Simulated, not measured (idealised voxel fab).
voxel self aligned vias: a process module
It is cross-section cut that appears here, measuring 295 nm in width, its square cells being 5 nm in size.
Square cells in a grid make up a cross-section in this document, and the grid is given as bands, listed from the top down, each one or more rows of cells. Per band: top height and bottom height in nm, followed by the left-to-right materials and their widths in nm; "everywhere" marks a single material spanning edge to edge, "blank" marks empty space. Height is counted from the level 0, under which the received wafer is composed throughout of one material. The lowest of the bands is not closed at the bottom but continues downward, in the notation "0 and below". When a width is written as two numbers, as in "30..40", the first number is the width in the top row of cells of the band and the second is the width in its bottom row, and the width changes by the same amount from each row to the next. You'll sometimes find "everything unchanged" written for a step, and that's the way of saying that nowhere in the cross-section did a cell change during that step. Listed in "Completely enclosed voids": every empty space of 8 or more cells without an open way to the top. Form: width x height at distance, the distance being from the left edge, all in nm. That trailing text on a step's line, after the settings, is the simulator's own remark on the step. On any step carrying a mask, the "overlay nm" setting, if present on the step's line, tells how far right of its planned place the mask lay; negative values point to the left.
The process steps that were planned are listed below:
1 RECEIVE | material Si
2 CONFORMAL_DEP | material SiO2 | thk nm 15
3 CONFORMAL_DEP | material SiCN | thk nm 5
4 DIRECTIONAL_DEP | material lowk | thk nm 25
5 DIRECTIONAL_DEP | material aC | thk nm 15
6 PATTERN | tone open | mask id LINES | material resist | width nm 25 | pitch nm 60 | thk nm 30 | overlay nm 0
7 DIRECTIONAL_ETCH | etch materials aC | depth nm 15
8 STRIP | etch materials resist
9 DIRECTIONAL_ETCH | etch materials lowk | depth nm 25
10 STRIP | etch materials aC
11 CONFORMAL_DEP | material TiN | thk nm 5
12 FILL_DEP | material Ru | thk nm 10
13 CMP | height nm 45
14 SELECTIVE_ETCH | etch materials W Ru TiN | depth nm 5
15 FILL_DEP | material SiN | thk nm 5
16 CMP | height nm 45
17 DIRECTIONAL_DEP | material lowk | thk nm 15
18 PATTERN | tone open | mask id VIAS | material resist | width nm 45 | pitch nm 60 | thk nm 15 | overlay nm 0
19 DIRECTIONAL_ETCH | etch materials lowk | depth nm 15
20 DIRECTIONAL_ETCH | etch materials SiN | depth nm 5
21 STRIP | etch materials resist
22 CONFORMAL_DEP | material TiN | thk nm 5
23 FILL_DEP | material Ru | thk nm 10
24 CMP | height nm 60
25 CONFORMAL_DEP | material SiN | thk nm 5
So, the first of our two wafers, run just as we planned it:
Wafer at receipt (post step 1), cross-section:
    0 and below | Si everywhere
    Completely enclosed voids: none
Take a look at the wafer's cross-section after step 2:
    15 down to 0 | SiO2 everywhere
    At heights below 0, the structure remains unaltered.
Take a look at the wafer's cross-section after step 3:
    20 down to 15 | SiCN everywhere
    At heights below 15, the structure remains unaltered.
Take a look at the wafer's cross-section after step 4:
    45 down to 20 | lowk everywhere
    At heights below 20, the structure remains unaltered.
Take a look at the wafer's cross-section after step 5:
    60 down to 45 | aC everywhere
    At heights below 45, the structure remains unaltered.
Take a look at the wafer's cross-section after step 6:
    90 down to 60 | resist (75), blank (25), resist (35), blank (25), resist (35), blank (25), resist (75)
    At heights below 60, the structure remains unaltered.
Take a look at the wafer's cross-section after step 7:
    75 down to 60 | resist (75), blank (25), resist (35), blank (25), resist (35), blank (25), resist (75)
    60 down to 45 | aC (75), blank (25), aC (35), blank (25), aC (35), blank (25), aC (75)
    At heights below 45, the structure remains unaltered.
Take a look at the wafer's cross-section after step 8:
    60 down to 45 | aC (75), blank (25), aC (35), blank (25), aC (35), blank (25), aC (75)
    At heights below 45, the structure remains unaltered.
Take a look at the wafer's cross-section after step 9:
    60 down to 45 | aC (75), blank (25), aC (35), blank (25), aC (35), blank (25), aC (75)
    45 down to 20 | lowk (75), blank (25), lowk (35), blank (25), lowk (35), blank (25), lowk (75)
    At heights below 20, the structure remains unaltered.
Take a look at the wafer's cross-section after step 10:
    45 down to 20 | lowk (75), blank (25), lowk (35), blank (25), lowk (35), blank (25), lowk (75)
    At heights below 20, the structure remains unaltered.
Take a look at the wafer's cross-section after step 11:
    50 down to 45 | TiN (80), blank (15), TiN (45), blank (15), TiN (45), blank (15), TiN (80)
    45 down to 25 | lowk (75), TiN (5), blank (15), TiN (5), lowk (35), TiN (5), blank (15), TiN (5), lowk (35), TiN (5), blank (15), TiN (5), lowk (75)
    25 down to 20 | lowk (75), TiN (25), lowk (35), TiN (25), lowk (35), TiN (25), lowk (75)
    At heights below 20, the structure remains unaltered.
Take a look at the wafer's cross-section after step 12:
    60 down to 50 | Ru everywhere
    50 down to 45 | TiN (80), Ru (15), TiN (45), Ru (15), TiN (45), Ru (15), TiN (80)
    45 down to 25 | lowk (75), TiN (5), Ru (15), TiN (5), lowk (35), TiN (5), Ru (15), TiN (5), lowk (35), TiN (5), Ru (15), TiN (5), lowk (75)
    At heights below 25, the structure remains unaltered.
Take a look at the wafer's cross-section after step 13:
    45 down to 25 | lowk (75), TiN (5), Ru (15), TiN (5), lowk (35), TiN (5), Ru (15), TiN (5), lowk (35), TiN (5), Ru (15), TiN (5), lowk (75)
    At heights below 25, the structure remains unaltered.
Take a look at the wafer's cross-section after step 14:
    45 down to 40 | lowk (75), blank (25), lowk (35), blank (25), lowk (35), blank (25), lowk (75)
    At heights below 40, the structure remains unaltered.
Take a look at the wafer's cross-section after step 15:
    50 down to 45 | SiN everywhere
    45 down to 40 | lowk (75), SiN (25), lowk (35), SiN (25), lowk (35), SiN (25), lowk (75)
    At heights below 40, the structure remains unaltered.
Take a look at the wafer's cross-section after step 16:
    45 down to 40 | lowk (75), SiN (25), lowk (35), SiN (25), lowk (35), SiN (25), lowk (75)
    At heights below 40, the structure remains unaltered.
Take a look at the wafer's cross-section after step 17:
    60 down to 45 | lowk everywhere
    At heights below 45, the structure remains unaltered.
Take a look at the wafer's cross-section after step 18:
    75 down to 60 | resist (65), blank (45), resist (15), blank (45), resist (15), blank (45), resist (65)
    At heights below 60, the structure remains unaltered.
Take a look at the wafer's cross-section after step 19:
    75 down to 60 | resist (65), blank (45), resist (15), blank (45), resist (15), blank (45), resist (65)
    60 down to 45 | lowk (65), blank (45), lowk (15), blank (45), lowk (15), blank (45), lowk (65)
    At heights below 45, the structure remains unaltered.
Take a look at the wafer's cross-section after step 20:
    75 down to 60 | resist (65), blank (45), resist (15), blank (45), resist (15), blank (45), resist (65)
    60 down to 45 | lowk (65), blank (45), lowk (15), blank (45), lowk (15), blank (45), lowk (65)
    45 down to 40 | lowk (75), blank (25), lowk (35), blank (25), lowk (35), blank (25), lowk (75)
    At heights below 40, the structure remains unaltered.
Take a look at the wafer's cross-section after step 21:
    60 down to 45 | lowk (65), blank (45), lowk (15), blank (45), lowk (15), blank (45), lowk (65)
    At heights below 45, the structure remains unaltered.
Take a look at the wafer's cross-section after step 22:
    65 down to 60 | TiN (70), blank (35), TiN (25), blank (35), TiN (25), blank (35), TiN (70)
    60 down to 50 | lowk (65), TiN (5), blank (35), TiN (5), lowk (15), TiN (5), blank (35), TiN (5), lowk (15), TiN (5), blank (35), TiN (5), lowk (65)
    50 down to 45 | lowk (65), TiN (15), blank (15), TiN (15), lowk (15), TiN (15), blank (15), TiN (15), lowk (15), TiN (15), blank (15), TiN (15), lowk (65)
    45 down to 40 | lowk (75), TiN (25), lowk (35), TiN (25), lowk (35), TiN (25), lowk (75)
    At heights below 40, the structure remains unaltered.
Take a look at the wafer's cross-section after step 23:
    75 down to 65 | Ru everywhere
    65 down to 60 | TiN (70), Ru (35), TiN (25), Ru (35), TiN (25), Ru (35), TiN (70)
    60 down to 50 | lowk (65), TiN (5), Ru (35), TiN (5), lowk (15), TiN (5), Ru (35), TiN (5), lowk (15), TiN (5), Ru (35), TiN (5), lowk (65)
    50 down to 45 | lowk (65), TiN (15), Ru (15), TiN (15), lowk (15), TiN (15), Ru (15), TiN (15), lowk (15), TiN (15), Ru (15), TiN (15), lowk (65)
    At heights below 45, the structure remains unaltered.
Take a look at the wafer's cross-section after step 24:
    60 down to 50 | lowk (65), TiN (5), Ru (35), TiN (5), lowk (15), TiN (5), Ru (35), TiN (5), lowk (15), TiN (5), Ru (35), TiN (5), lowk (65)
    At heights below 50, the structure remains unaltered.
Take a look at the wafer's cross-section after step 25:
    65 down to 60 | SiN everywhere
    At heights below 60, the structure remains unaltered.
Second Wafer (Identical Start and Plan, One Processing Error; Matches First Wafer Through Step 5):
When step 6 should have ended:
    90 down to 60 | resist (70), blank (25), resist (35), blank (25), resist (35), blank (25), resist (80)
    At heights below 60, the structure remains unaltered.
When step 7 should have ended:
    75 down to 60 | resist (70), blank (25), resist (35), blank (25), resist (35), blank (25), resist (80)
    60 down to 45 | aC (70), blank (25), aC (35), blank (25), aC (35), blank (25), aC (80)
    At heights below 45, the structure remains unaltered.
When step 8 should have ended:
    60 down to 45 | aC (70), blank (25), aC (35), blank (25), aC (35), blank (25), aC (80)
    At heights below 45, the structure remains unaltered.
When step 9 should have ended:
    60 down to 45 | aC (70), blank (25), aC (35), blank (25), aC (35), blank (25), aC (80)
    45 down to 20 | lowk (70), blank (25), lowk (35), blank (25), lowk (35), blank (25), lowk (80)
    At heights below 20, the structure remains unaltered.
When step 10 should have ended:
    45 down to 20 | lowk (70), blank (25), lowk (35), blank (25), lowk (35), blank (25), lowk (80)
    At heights below 20, the structure remains unaltered.
When step 11 should have ended:
    50 down to 45 | TiN (75), blank (15), TiN (45), blank (15), TiN (45), blank (15), TiN (85)
    45 down to 25 | lowk (70), TiN (5), blank (15), TiN (5), lowk (35), TiN (5), blank (15), TiN (5), lowk (35), TiN (5), blank (15), TiN (5), lowk (80)
    25 down to 20 | lowk (70), TiN (25), lowk (35), TiN (25), lowk (35), TiN (25), lowk (80)
    At heights below 20, the structure remains unaltered.
When step 12 should have ended:
    60 down to 50 | Ru everywhere
    50 down to 45 | TiN (75), Ru (15), TiN (45), Ru (15), TiN (45), Ru (15), TiN (85)
    45 down to 25 | lowk (70), TiN (5), Ru (15), TiN (5), lowk (35), TiN (5), Ru (15), TiN (5), lowk (35), TiN (5), Ru (15), TiN (5), lowk (80)
    At heights below 25, the structure remains unaltered.
When step 13 should have ended:
    45 down to 25 | lowk (70), TiN (5), Ru (15), TiN (5), lowk (35), TiN (5), Ru (15), TiN (5), lowk (35), TiN (5), Ru (15), TiN (5), lowk (80)
    At heights below 25, the structure remains unaltered.
When step 14 should have ended:
    45 down to 40 | lowk (70), blank (25), lowk (35), blank (25), lowk (35), blank (25), lowk (80)
    At heights below 40, the structure remains unaltered.
When step 15 should have ended:
    50 down to 45 | SiN everywhere
    45 down to 40 | lowk (70), SiN (25), lowk (35), SiN (25), lowk (35), SiN (25), lowk (80)
    At heights below 40, the structure remains unaltered.
When step 16 should have ended:
    45 down to 40 | lowk (70), SiN (25), lowk (35), SiN (25), lowk (35), SiN (25), lowk (80)
    At heights below 40, the structure remains unaltered.
When step 17 should have ended:
    60 down to 45 | lowk everywhere
    At heights below 45, the structure remains unaltered.
When step 18 should have ended:
    75 down to 60 | resist (65), blank (45), resist (15), blank (45), resist (15), blank (45), resist (65)
    At heights below 60, the structure remains unaltered.
When step 19 should have ended:
    75 down to 60 | resist (65), blank (45), resist (15), blank (45), resist (15), blank (45), resist (65)
    60 down to 45 | lowk (65), blank (45), lowk (15), blank (45), lowk (15), blank (45), lowk (65)
    At heights below 45, the structure remains unaltered.
When step 20 should have ended:
    75 down to 60 | resist (65), blank (45), resist (15), blank (45), resist (15), blank (45), resist (65)
    60 down to 45 | lowk (65), blank (45), lowk (15), blank (45), lowk (15), blank (45), lowk (65)
    45 down to 40 | lowk (70), blank (25), lowk (35), blank (25), lowk (35), blank (25), lowk (80)
    At heights below 40, the structure remains unaltered.
When step 21 should have ended:
    60 down to 45 | lowk (65), blank (45), lowk (15), blank (45), lowk (15), blank (45), lowk (65)
    At heights below 45, the structure remains unaltered.
When step 22 should have ended:
    65 down to 60 | TiN (70), blank (35), TiN (25), blank (35), TiN (25), blank (35), TiN (70)
    60 down to 50 | lowk (65), TiN (5), blank (35), TiN (5), lowk (15), TiN (5), blank (35), TiN (5), lowk (15), TiN (5), blank (35), TiN (5), lowk (65)
    50 down to 45 | lowk (65), TiN (10), blank (15), TiN (20), lowk (15), TiN (10), blank (15), TiN (20), lowk (15), TiN (10), blank (15), TiN (20), lowk (65)
    45 down to 40 | lowk (70), TiN (25), lowk (35), TiN (25), lowk (35), TiN (25), lowk (80)
    At heights below 40, the structure remains unaltered.
When step 23 should have ended:
    75 down to 65 | Ru everywhere
    65 down to 60 | TiN (70), Ru (35), TiN (25), Ru (35), TiN (25), Ru (35), TiN (70)
    60 down to 50 | lowk (65), TiN (5), Ru (35), TiN (5), lowk (15), TiN (5), Ru (35), TiN (5), lowk (15), TiN (5), Ru (35), TiN (5), lowk (65)
    50 down to 45 | lowk (65), TiN (10), Ru (15), TiN (20), lowk (15), TiN (10), Ru (15), TiN (20), lowk (15), TiN (10), Ru (15), TiN (20), lowk (65)
    At heights below 45, the structure remains unaltered.
When step 24 should have ended:
    60 down to 50 | lowk (65), TiN (5), Ru (35), TiN (5), lowk (15), TiN (5), Ru (35), TiN (5), lowk (15), TiN (5), Ru (35), TiN (5), lowk (65)
    At heights below 50, the structure remains unaltered.
When step 25 should have ended:
    65 down to 60 | SiN everywhere
    At heights below 60, the structure remains unaltered.
The plan and the run diverged here: step 6 was not run as planned; what actually ran was PATTERN | tone open | mask id LINES | material resist | width nm 25 | pitch nm 60 | thk nm 30 | overlay nm -5
End check, second vs first wafer: material counts in cells match, positions do not.
